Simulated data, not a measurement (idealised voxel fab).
Module name: voxel tone inversion (process module)
Cross-section cut spans 190 nm and uses square cells 5 nm in size.
If you're reading a cross-section in this doc, picture square cells in a grid; it comes to you as bands, top ones listed first down to the bottom, and a band can be one or more rows of cells. This entry defines a band. It first specifies the height of the band's top and the height of its bottom in nm, and then specifies the band's materials from left to right, stating each material with its width in nm. The word "throughout" identifies a single material that fills the band from edge to edge, while the word "air" identifies empty space. Ref level 0: as-received wafer is one material below here. Bottom band extends down with no lower bound ("top 0, no bottom"). With a width like "30->40", each row of cells in the band differs from the next by the same amount, the top row carrying the first number and the bottom row the second. When a step is marked "nothing was modified", none of the cells in the cross-section changed during that step. Listed in "Listed closed voids": every empty space of 8 or more cells without an open way to the top. Form: width x height at distance, the distance being from the left edge, all in nm. It should be noted that, on the line of a given step, the content following the step's settings is a remark produced by the simulator itself with respect to that step. "overlay nm" denotes, for a step that has a mask, the displacement of the mask to the right of its planned place, with negative values corresponding to the left.

## Intended process steps
1. RECEIVE, material Si
2. CONFORMAL_DEP, material SiN, thk nm 5
3. DIRECTIONAL_DEP, material polySi, thk nm 15
4. PATTERN, tone cover, mask id POSTS, material resist, width nm 15, pitch nm 45, thk nm 25, overlay nm 0
5. DIRECTIONAL_ETCH, etch materials polySi, depth nm 15
6. STRIP, etch materials resist
7. FILL_DEP, material SiO2, thk nm 5
8. CMP, height nm 20
9. STRIP, etch materials polySi

## First wafer of two (run as planned)

## Incoming wafer in cross-section (state: after step 1)
> top 0, no bottom: Si throughout
> Listed closed voids: none

## State of the wafer after step 2, shown in cross-section
> top 5, bottom 0: SiN throughout
> For the remainder of the cross-section, below 0, there is no change.

## State of the wafer after step 3, shown in cross-section
> top 20, bottom 5: polySi throughout
> For the remainder of the cross-section, below 5, there is no change.

## State of the wafer after step 4, shown in cross-section
> top 45, bottom 20: 40 air  15 resist  30 air  15 resist  30 air  15 resist  45 air
> For the remainder of the cross-section, below 20, there is no change.

## State of the wafer after step 5, shown in cross-section
> top 45, bottom 20: 40 air  15 resist  30 air  15 resist  30 air  15 resist  45 air
> top 20, bottom 5: 40 air  15 polySi  30 air  15 polySi  30 air  15 polySi  45 air
> For the remainder of the cross-section, below 5, there is no change.

## State of the wafer after step 6, shown in cross-section
> top 20, bottom 5: 40 air  15 polySi  30 air  15 polySi  30 air  15 polySi  45 air
> For the remainder of the cross-section, below 5, there is no change.

## State of the wafer after step 7, shown in cross-section
> top 25, bottom 20: SiO2 throughout
> top 20, bottom 5: 40 SiO2  15 polySi  30 SiO2  15 polySi  30 SiO2  15 polySi  45 SiO2
> For the remainder of the cross-section, below 5, there is no change.

## State of the wafer after step 8, shown in cross-section
> top 20, bottom 5: 40 SiO2  15 polySi  30 SiO2  15 polySi  30 SiO2  15 polySi  45 SiO2
> For the remainder of the cross-section, below 5, there is no change.

## State of the wafer after step 9, shown in cross-section
> top 20, bottom 5: 40 SiO2  15 air  30 SiO2  15 air  30 SiO2  15 air  45 SiO2
> For the remainder of the cross-section, below 5, there is no change.

## What follows concerns the second wafer, which started out like the first and was meant to follow the very same plan; one mistake crept in when it was run, but everything up to and including step 4 is the same as for the first wafer

## Second wafer, cross-section, planned end of step 5
> top 45, bottom 20: 40 air  15 resist  30 air  15 resist  30 air  15 resist  45 air
> top 20, bottom 5: 40 air  15 polySi  30 air  15 polySi  30 air  15 polySi  45 air
> For the remainder of the cross-section, below 5, there is no change.

## Second wafer, cross-section, planned end of step 6
> top 20, bottom 5: 40 air  15 polySi  30 air  15 polySi  30 air  15 polySi  45 air
> For the remainder of the cross-section, below 5, there is no change.

## Second wafer, cross-section, planned end of step 7
> top 25, bottom 20: SiO2 throughout
> top 20, bottom 5: 40 SiO2  15 polySi  30 SiO2  15 polySi  30 SiO2  15 polySi  45 SiO2
> For the remainder of the cross-section, below 5, there is no change.

## Second wafer, cross-section, planned end of step 8
> top 20, bottom 5: 40 SiO2  15 polySi  30 SiO2  15 polySi  30 SiO2  15 polySi  45 SiO2
> For the remainder of the cross-section, below 5, there is no change.

## Second wafer, cross-section, planned end of step 9
> top 20, bottom 5: 40 SiO2  15 air  30 SiO2  15 air  30 SiO2  15 air  45 SiO2
> For the remainder of the cross-section, below 5, there is no change.
What was done differently from what was planned? execution of plan step 5 occurred twice
It should be noted that the final cross-sections of the two wafers coincide, and the mistake therefore has no effect on the output of this model.
